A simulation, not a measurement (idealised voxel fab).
Process module, titled voxel wiring stack
The width of the displayed cross-section, cut, is 205 nm; its cells are square, with a size of 5 nm.
Cross-sections here: square-cell grids, written as top-down lists of bands, a band being one or more rows of cells. What a band's entry tells you: where the top is and where the bottom is, as heights in nm, and after that what lies inside, material by material from left to right, each with its width in nm. Empty space is written as the word "empty", and a single material marked with the word "all across" occupies the band from edge to edge. Convention: height 0 is the level below which the wafer, as received, is all one material. The lowest band does not terminate at the bottom but continues downward, represented as "top 0, no bottom". The two numbers in a width such as "30->40" mark its ends across the band: the first belongs to the top row of cells, the second to the bottom row, and from each row to the next the width moves by the same amount. For the purposes of this document, the phrase "nothing was modified" attached to a step denotes that no cell within the cross-section was modified by that step. If an empty space has no open way to the top and is at least 8 cells in size, "Enclosed void entries" lists it, written width x height at distance, where distance is measured from the left edge and every value is in nm. after a step's settings: what the simulator itself notes on the step. overlay nm: mask offset rightward from planned place, masked step; negative means leftward offset.

## The steps planned for the process are as follows
step 1: RECEIVE [material Si]
step 2: CONFORMAL_DEP [material SiO2] [thk nm 15]
step 3: DIRECTIONAL_DEP [material TiN] [thk nm 5]
step 4: DIRECTIONAL_DEP [material W] [thk nm 25]
step 5: DIRECTIONAL_DEP [material aC] [thk nm 15]
step 6: PATTERN [tone cover] [mask id METAL_1] [material resist] [width nm 20] [pitch nm 40] [thk nm 30] [overlay nm 0]
step 7: DIRECTIONAL_ETCH [etch materials aC] [depth nm 15]
step 8: STRIP [etch materials resist]
step 9: DIRECTIONAL_ETCH [etch materials W] [depth nm 25]
step 10: DIRECTIONAL_ETCH [etch materials TiN] [depth nm 5]
step 11: STRIP [etch materials aC]
step 12: CONFORMAL_DEP [material SiCN] [thk nm 5]
step 13: FILL_DEP [material SiO2] [thk nm 5]
step 14: CMP [height nm 45]
step 15: CONFORMAL_DEP [material SiCN] [thk nm 5]
step 16: DIRECTIONAL_DEP [material lowk] [thk nm 30]
step 17: MASKED_ETCH [tone open] [mask id METAL_2_HOLES] [width nm 15] [pitch nm 80] [etch materials lowk] [depth nm 30] [overlay nm 0]
step 18: PATTERN [tone open] [mask id METAL_2] [material resist] [width nm 20] [pitch nm 40] [thk nm 20] [overlay nm 0]
step 19: DIRECTIONAL_ETCH [etch materials lowk] [depth nm 15]
step 20: DIRECTIONAL_ETCH [etch materials SiCN] [depth nm 5]
step 21: STRIP [etch materials resist]
step 22: CONFORMAL_DEP [material TiN] [thk nm 5]
step 23: FILL_DEP [material Cu] [thk nm 5]
step 24: CMP [height nm 80]
step 25: CONFORMAL_DEP [material SiCN] [thk nm 5]
step 26: DIRECTIONAL_DEP [material SiO2] [thk nm 30]
step 27: MASKED_ETCH [tone open] [mask id METAL_3] [width nm 20] [pitch nm 40] [etch materials SiO2] [depth nm 5] [overlay nm 0]
step 28: MASKED_ETCH [tone open] [mask id METAL_3_HOLES] [width nm 15] [pitch nm 80] [etch materials SiO2] [depth nm 15] [overlay nm 0]
step 29: MASKED_ETCH [tone open] [mask id METAL_3_HOLES] [width nm 15] [pitch nm 80] [etch materials SiCN] [depth nm 5] [overlay nm 0]
step 30: CONFORMAL_DEP [material TiN] [thk nm 5]
step 31: FILL_DEP [material Ru] [thk nm 5]
step 32: CMP [height nm 115]
step 33: CONFORMAL_DEP [material SiCN] [thk nm 5]
step 34: DIRECTIONAL_DEP [material SiO2] [thk nm 25]
step 35: MASKED_ETCH [tone open] [mask id METAL_4] [width nm 20] [pitch nm 40] [etch materials SiO2] [depth nm 15] [overlay nm 0]
step 36: PATTERN [tone open] [mask id METAL_4_HOLES] [material resist] [width nm 15] [pitch nm 80] [thk nm 20] [overlay nm 0]
step 37: DIRECTIONAL_ETCH [etch materials SiO2] [depth nm 10]
step 38: DIRECTIONAL_ETCH [etch materials SiCN] [depth nm 5]
step 39: STRIP [etch materials resist]
step 40: CONFORMAL_DEP [material TiN] [thk nm 5]
step 41: FILL_DEP [material Ru] [thk nm 10]
step 42: CMP [height nm 145]
step 43: CONFORMAL_DEP [material SiN] [thk nm 5]
All wafers enter the flow in the same state. The depth nm at step 27 differs from wafer to wafer, and the plan gives the value for the first wafer.

## Cross-section of the first of several received wafers, showing its state after step 1
- top 0, no bottom: Si all across
- Enclosed void entries: none

## Module end state after final step 43: cross-section of the first of several wafers
- top 150, bottom 145: SiN all across
- top 145, bottom 135: 30 nm SiO2  5 nm TiN  10 nm Ru  5 nm TiN  20 nm SiO2  5 nm TiN  10 nm Ru  5 nm TiN  20 nm SiO2  5 nm TiN  10 nm Ru  5 nm TiN  20 nm SiO2  5 nm TiN  10 nm Ru  5 nm TiN  35 nm SiO2
- top 135, bottom 130: 30 nm SiO2  5 nm TiN  5 nm Ru  10 nm TiN  20 nm SiO2  20 nm TiN  20 nm SiO2  5 nm TiN  5 nm Ru  10 nm TiN  20 nm SiO2  20 nm TiN  35 nm SiO2
- top 130, bottom 120: 30 nm SiO2  5 nm TiN  5 nm Ru  5 nm TiN  65 nm SiO2  5 nm TiN  5 nm Ru  5 nm TiN  80 nm SiO2
- top 120, bottom 115: 30 nm SiCN  15 nm TiN  65 nm SiCN  15 nm TiN  80 nm SiCN
- top 115, bottom 110: 30 nm SiO2  5 nm TiN  5 nm Ru  10 nm TiN  20 nm SiO2  20 nm TiN  20 nm SiO2  5 nm TiN  5 nm Ru  10 nm TiN  20 nm SiO2  20 nm TiN  35 nm SiO2
- top 110, bottom 100: 30 nm SiO2  5 nm TiN  5 nm Ru  5 nm TiN  65 nm SiO2  5 nm TiN  5 nm Ru  5 nm TiN  80 nm SiO2
- top 100, bottom 95: 30 nm SiO2  15 nm TiN  65 nm SiO2  15 nm TiN  80 nm SiO2
- top 95, bottom 85: SiO2 all across
- top 85, bottom 80: SiCN all across
- top 80, bottom 70: 30 nm lowk  5 nm TiN  10 nm Cu  5 nm TiN  20 nm lowk  5 nm TiN  10 nm Cu  5 nm TiN  20 nm lowk  5 nm TiN  10 nm Cu  5 nm TiN  20 nm lowk  5 nm TiN  10 nm Cu  5 nm TiN  35 nm lowk
- top 70, bottom 65: 30 nm lowk  5 nm TiN  5 nm Cu  10 nm TiN  20 nm lowk  20 nm TiN  20 nm lowk  5 nm TiN  5 nm Cu  10 nm TiN  20 nm lowk  20 nm TiN  35 nm lowk
- top 65, bottom 50: 30 nm lowk  5 nm TiN  5 nm Cu  5 nm TiN  65 nm lowk  5 nm TiN  5 nm Cu  5 nm TiN  80 nm lowk
- top 50, bottom 45: 30 nm SiCN  15 nm TiN  65 nm SiCN  15 nm TiN  80 nm SiCN
- top 45, bottom 20: 25 nm SiO2  5 nm SiCN  20 nm W  5 nm SiCN  10 nm SiO2  5 nm SiCN  20 nm W  5 nm SiCN  10 nm SiO2  5 nm SiCN  20 nm W  5 nm SiCN  10 nm SiO2  5 nm SiCN  20 nm W  5 nm SiCN  30 nm SiO2
- top 20, bottom 15: 30 nm SiCN  20 nm TiN  20 nm SiCN  20 nm TiN  20 nm SiCN  20 nm TiN  20 nm SiCN  20 nm TiN  35 nm SiCN
- top 15, bottom 0: SiO2 all across
- top 0, no bottom: Si all across
- Enclosed void entries: none

## Last wafer, end of module, cross-section
- top 150, bottom 145: SiN all across
- top 145, bottom 135: 30 nm SiO2  5 nm TiN  10 nm Ru  5 nm TiN  20 nm SiO2  5 nm TiN  10 nm Ru  5 nm TiN  20 nm SiO2  5 nm TiN  10 nm Ru  5 nm TiN  20 nm SiO2  5 nm TiN  10 nm Ru  5 nm TiN  35 nm SiO2
- top 135, bottom 130: 30 nm SiO2  5 nm TiN  5 nm Ru  10 nm TiN  20 nm SiO2  20 nm TiN  20 nm SiO2  5 nm TiN  5 nm Ru  10 nm TiN  20 nm SiO2  20 nm TiN  35 nm SiO2
- top 130, bottom 120: 30 nm SiO2  5 nm TiN  5 nm Ru  5 nm TiN  65 nm SiO2  5 nm TiN  5 nm Ru  5 nm TiN  80 nm SiO2
- top 120, bottom 115: 30 nm SiCN  15 nm TiN  65 nm SiCN  15 nm TiN  80 nm SiCN
- top 115, bottom 90: 30 nm SiO2  5 nm TiN  10 nm Ru  5 nm TiN  20 nm SiO2  5 nm TiN  10 nm Ru  5 nm TiN  20 nm SiO2  5 nm TiN  10 nm Ru  5 nm TiN  20 nm SiO2  5 nm TiN  10 nm Ru  5 nm TiN  35 nm SiO2
- top 90, bottom 85: 30 nm SiO2  5 nm TiN  5 nm Ru  10 nm TiN  20 nm SiO2  20 nm TiN  20 nm SiO2  5 nm TiN  5 nm Ru  10 nm TiN  20 nm SiO2  20 nm TiN  35 nm SiO2
- top 85, bottom 80: 30 nm SiCN  15 nm TiN  65 nm SiCN  15 nm TiN  80 nm SiCN
- top 80, bottom 70: 30 nm lowk  5 nm TiN  10 nm Cu  5 nm TiN  20 nm lowk  5 nm TiN  10 nm Cu  5 nm TiN  20 nm lowk  5 nm TiN  10 nm Cu  5 nm TiN  20 nm lowk  5 nm TiN  10 nm Cu  5 nm TiN  35 nm lowk
- top 70, bottom 65: 30 nm lowk  5 nm TiN  5 nm Cu  10 nm TiN  20 nm lowk  20 nm TiN  20 nm lowk  5 nm TiN  5 nm Cu  10 nm TiN  20 nm lowk  20 nm TiN  35 nm lowk
- top 65, bottom 50: 30 nm lowk  5 nm TiN  5 nm Cu  5 nm TiN  65 nm lowk  5 nm TiN  5 nm Cu  5 nm TiN  80 nm lowk
- top 50, bottom 45: 30 nm SiCN  15 nm TiN  65 nm SiCN  15 nm TiN  80 nm SiCN
- top 45, bottom 20: 25 nm SiO2  5 nm SiCN  20 nm W  5 nm SiCN  10 nm SiO2  5 nm SiCN  20 nm W  5 nm SiCN  10 nm SiO2  5 nm SiCN  20 nm W  5 nm SiCN  10 nm SiO2  5 nm SiCN  20 nm W  5 nm SiCN  30 nm SiO2
- top 20, bottom 15: 30 nm SiCN  20 nm TiN  20 nm SiCN  20 nm TiN  20 nm SiCN  20 nm TiN  20 nm SiCN  20 nm TiN  35 nm SiCN
- top 15, bottom 0: SiO2 all across
- top 0, no bottom: Si all across
- Enclosed void entries: none

## Wafer rows, end of module: cells per material gained (+) or lost (-) since receipt; closed voids last
depth nm 5 | +24 Cu | +28 Ru | +176 SiCN | +41 SiN | +565 SiO2 | +136 TiN | +80 W | +180 lowk | Enclosed void entries: none
depth nm 10 | +24 Cu | +36 Ru | +176 SiCN | +41 SiN | +549 SiO2 | +144 TiN | +80 W | +180 lowk | Enclosed void entries: none
depth nm 15 | +24 Cu | +46 Ru | +170 SiCN | +41 SiN | +533 SiO2 | +156 TiN | +80 W | +180 lowk | Enclosed void entries: none
depth nm 20 | +24 Cu | +52 Ru | +170 SiCN | +41 SiN | +523 SiO2 | +160 TiN | +80 W | +180 lowk | Enclosed void entries: none
depth nm 25 | +24 Cu | +58 Ru | +170 SiCN | +41 SiN | +513 SiO2 | +164 TiN | +80 W | +180 lowk | Enclosed void entries: none
depth nm 30 | +24 Cu | +64 Ru | +170 SiCN | +41 SiN | +503 SiO2 | +168 TiN | +80 W | +180 lowk | Enclosed void entries: none
